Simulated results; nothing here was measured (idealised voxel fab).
process module | voxel self aligned vias
cross-section cut | 260 nm wide | cells 5 nm
A cross-section is a grid of square cells, given in bands from the top down. A band is one or more rows of cells.
Each band's line starts with the height of the band's top and of its bottom, in nm. Then come its materials from left to right, each with its width in nm. One material with "throughout" fills the band from edge to edge. "air" is empty space.
Height 0 is the level under which the wafer as received is all one material. The lowest band goes on downwards, as in "0 down".
A width such as "30 to 40" changes by the same amount from each row of cells to the next, from the band's top row to its bottom row.
"no change" after a step means that no cell of the cross-section changed.
closed voids: empty space of 8 cells or more with no open way to the top, each as width x height at its distance from the left edge, in nm
after a step's settings: what the simulator itself notes on the step
overlay nm, on a step with a mask: how far to the right of its planned place the mask lay; to the left if negative
plan
1 op RECEIVE | material Si
2 op CONFORMAL_DEP | material SiO2 | thk nm 10
3 op CONFORMAL_DEP | material SiCN | thk nm 5
4 op DIRECTIONAL_DEP | material lowk | thk nm 30
5 op MASKED_ETCH | tone open | mask id LINES | width nm 30 | pitch nm 70 | etch materials lowk | depth nm 30 | overlay nm 0
6 op CONFORMAL_DEP | material TiN | thk nm 5
7 op FILL_DEP | material Ru | thk nm 5
8 op CMP | height nm 45
9 op SELECTIVE_ETCH | etch materials W Ru TiN | depth nm 10
10 op FILL_DEP | material SiN | thk nm 5
11 op CMP | height nm 45
12 op DIRECTIONAL_DEP | material lowk | thk nm 15
13 op MASKED_ETCH | tone open | mask id VIAS | width nm 50 | pitch nm 140 | etch materials lowk | depth nm 15 | overlay nm 0
14 op MASKED_ETCH | tone open | mask id VIAS | width nm 50 | pitch nm 140 | etch materials SiN | depth nm 10 | overlay nm 0
15 op CONFORMAL_DEP | material TiN | thk nm 5
16 op FILL_DEP | material Ru | thk nm 10
17 op CMP | height nm 60
18 op CONFORMAL_DEP | material SiCN | thk nm 5
first wafer, as planned
as received, after step 1
  0 down: Si throughout
  closed voids: none
after step 2
  10 to 0: SiO2 throughout
  below 0: unchanged
after step 3
  15 to 10: SiCN throughout
  below 10: unchanged
after step 4
  45 to 15: lowk throughout
  below 15: unchanged
after step 5
  45 to 15: lowk 45 | air 30 | lowk 40 | air 30 | lowk 40 | air 30 | lowk 45
  below 15: unchanged
after step 6
  50 to 45: TiN 50 | air 20 | TiN 50 | air 20 | TiN 50 | air 20 | TiN 50
  45 to 20: lowk 45 | TiN 5 | air 20 | TiN 5 | lowk 40 | TiN 5 | air 20 | TiN 5 | lowk 40 | TiN 5 | air 20 | TiN 5 | lowk 45
  20 to 15: lowk 45 | TiN 30 | lowk 40 | TiN 30 | lowk 40 | TiN 30 | lowk 45
  below 15: unchanged
after step 7
  55 to 50: Ru throughout
  50 to 45: TiN 50 | Ru 20 | TiN 50 | Ru 20 | TiN 50 | Ru 20 | TiN 50
  45 to 20: lowk 45 | TiN 5 | Ru 20 | TiN 5 | lowk 40 | TiN 5 | Ru 20 | TiN 5 | lowk 40 | TiN 5 | Ru 20 | TiN 5 | lowk 45
  below 20: unchanged
after step 8
  45 to 20: lowk 45 | TiN 5 | Ru 20 | TiN 5 | lowk 40 | TiN 5 | Ru 20 | TiN 5 | lowk 40 | TiN 5 | Ru 20 | TiN 5 | lowk 45
  below 20: unchanged
after step 9
  45 to 35: lowk 45 | air 30 | lowk 40 | air 30 | lowk 40 | air 30 | lowk 45
  below 35: unchanged
after step 10
  50 to 45: SiN throughout
  45 to 35: lowk 45 | SiN 30 | lowk 40 | SiN 30 | lowk 40 | SiN 30 | lowk 45
  below 35: unchanged
after step 11
  45 to 35: lowk 45 | SiN 30 | lowk 40 | SiN 30 | lowk 40 | SiN 30 | lowk 45
  below 35: unchanged
after step 12
  60 to 45: lowk throughout
  below 45: unchanged
after step 13
  60 to 45: lowk 35 | air 50 | lowk 90 | air 50 | lowk 35
  below 45: unchanged
after step 14
  60 to 45: lowk 35 | air 50 | lowk 90 | air 50 | lowk 35
  45 to 35: lowk 45 | air 30 | lowk 40 | SiN 30 | lowk 40 | air 30 | lowk 45
  below 35: unchanged
after step 15
  65 to 60: TiN 40 | air 40 | TiN 100 | air 40 | TiN 40
  60 to 50: lowk 35 | TiN 5 | air 40 | TiN 5 | lowk 90 | TiN 5 | air 40 | TiN 5 | lowk 35
  50 to 45: lowk 35 | TiN 15 | air 20 | TiN 15 | lowk 90 | TiN 15 | air 20 | TiN 15 | lowk 35
  45 to 40: lowk 45 | TiN 5 | air 20 | TiN 5 | lowk 40 | SiN 30 | lowk 40 | TiN 5 | air 20 | TiN 5 | lowk 45
  40 to 35: lowk 45 | TiN 30 | lowk 40 | SiN 30 | lowk 40 | TiN 30 | lowk 45
  below 35: unchanged
after step 16
  75 to 65: Ru throughout
  65 to 60: TiN 40 | Ru 40 | TiN 100 | Ru 40 | TiN 40
  60 to 50: lowk 35 | TiN 5 | Ru 40 | TiN 5 | lowk 90 | TiN 5 | Ru 40 | TiN 5 | lowk 35
  50 to 45: lowk 35 | TiN 15 | Ru 20 | TiN 15 | lowk 90 | TiN 15 | Ru 20 | TiN 15 | lowk 35
  45 to 40: lowk 45 | TiN 5 | Ru 20 | TiN 5 | lowk 40 | SiN 30 | lowk 40 | TiN 5 | Ru 20 | TiN 5 | lowk 45
  below 40: unchanged
after step 17
  60 to 50: lowk 35 | TiN 5 | Ru 40 | TiN 5 | lowk 90 | TiN 5 | Ru 40 | TiN 5 | lowk 35
  below 50: unchanged
after step 18
  65 to 60: SiCN throughout
  below 60: unchanged
second wafer: like start, like plan, one mistake. Through step 14 it matches the first wafer
when step 15 should have ended
  65 to 60: SiO2 40 | air 40 | SiO2 100 | air 40 | SiO2 40
  60 to 50: lowk 35 | SiO2 5 | air 40 | SiO2 5 | lowk 90 | SiO2 5 | air 40 | SiO2 5 | lowk 35
  50 to 45: lowk 35 | SiO2 15 | air 20 | SiO2 15 | lowk 90 | SiO2 15 | air 20 | SiO2 15 | lowk 35
  45 to 40: lowk 45 | SiO2 5 | air 20 | SiO2 5 | lowk 40 | SiN 30 | lowk 40 | SiO2 5 | air 20 | SiO2 5 | lowk 45
  40 to 35: lowk 45 | SiO2 30 | lowk 40 | SiN 30 | lowk 40 | SiO2 30 | lowk 45
  below 35: unchanged
when step 16 should have ended
  75 to 65: Ru throughout
  65 to 60: SiO2 40 | Ru 40 | SiO2 100 | Ru 40 | SiO2 40
  60 to 50: lowk 35 | SiO2 5 | Ru 40 | SiO2 5 | lowk 90 | SiO2 5 | Ru 40 | SiO2 5 | lowk 35
  50 to 45: lowk 35 | SiO2 15 | Ru 20 | SiO2 15 | lowk 90 | SiO2 15 | Ru 20 | SiO2 15 | lowk 35
  45 to 40: lowk 45 | SiO2 5 | Ru 20 | SiO2 5 | lowk 40 | SiN 30 | lowk 40 | SiO2 5 | Ru 20 | SiO2 5 | lowk 45
  below 40: unchanged
when step 17 should have ended
  60 to 50: lowk 35 | SiO2 5 | Ru 40 | SiO2 5 | lowk 90 | SiO2 5 | Ru 40 | SiO2 5 | lowk 35
  below 50: unchanged
when step 18 should have ended
  65 to 60: SiCN throughout
  below 60: unchanged
what went wrong: step 15 ran as: op CONFORMAL_DEP | material SiO2 | thk nm 5
at the end the second wafer has, in cells: 36 more of SiO2 | 36 fewer of TiN
